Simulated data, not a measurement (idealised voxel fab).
Module name: voxel released beams (process module)
The cross-section shown here is cut; it is 290 nm wide and divided into square cells measuring 5 nm on a side.
This document writes a cross-section as a grid whose cells are square, and gives it as bands, listed from the top down; one or more rows of cells form a band. The band entry comprises the height of the band's top followed by the height of its bottom, expressed in nm, and subsequently the band's materials from left to right, each stated together with its width in nm. Where a single material is marked with the word "full width", that material fills the band from edge to edge. The word "air" represents empty space. Below 0: as-received wafer, all one material; heights counted from there. Lowest band: no bottom, goes on down, written "top 0, no bottom". A width such as "30 to 40" changes by the same amount from each row of cells to the next, from the band's top row to its bottom row. "changes: none" after a step means that no cell of the cross-section changed. "Closed void list" contains a list of empty spaces, each no smaller than 8 cells and without an open way to the top, written in the form width x height at distance with the distance from the left edge and all three in nm. after a step's settings: what the simulator itself notes on the step. You can add "overlay nm" to a step's line. For a step with a mask, it describes how far the mask lay to the right of its planned position, and a negative number describes a lay to the left.
Planned step list for the process
1 RECEIVE: material Si
2 CONFORMAL_DEP: material Al2O3, thk nm 5
3 DIRECTIONAL_DEP: material SiO2, thk nm 10
4 PATTERN: tone open, mask id ANCHOR, material resist, width nm 35, thk nm 20, overlay nm 0
5 DIRECTIONAL_ETCH: etch materials SiO2, depth nm 10
6 STRIP: etch materials resist
7 CONFORMAL_DEP: material SiN, thk nm 10
8 PATTERN: tone cover, mask id BEAM, material resist, width nm 90, thk nm 20, overlay nm 0
9 DIRECTIONAL_ETCH: etch materials SiN, depth nm 10
10 STRIP: etch materials resist
11 STRIP: etch materials SiO2
Cross-section: wafer on arrival = after step 1
	top 0, no bottom  Si full width
	Closed void list: none
Final cross-section, module run with one mistake (start and plan as above)
	top 25, bottom 15  air (95), SiN (50), air (145)
	top 15, bottom 5  air (90), SiN (10), SiO2 (35), SiN (50), air (105)
	top 5, bottom 0  Al2O3 full width
	top 0, no bottom  Si full width
	Closed void list: none
Plan not followed: step 4 ran differently from the plan; actual operation with settings: PATTERN: tone cover, mask id ANCHOR, material resist, width nm 35, thk nm 20, overlay nm 0
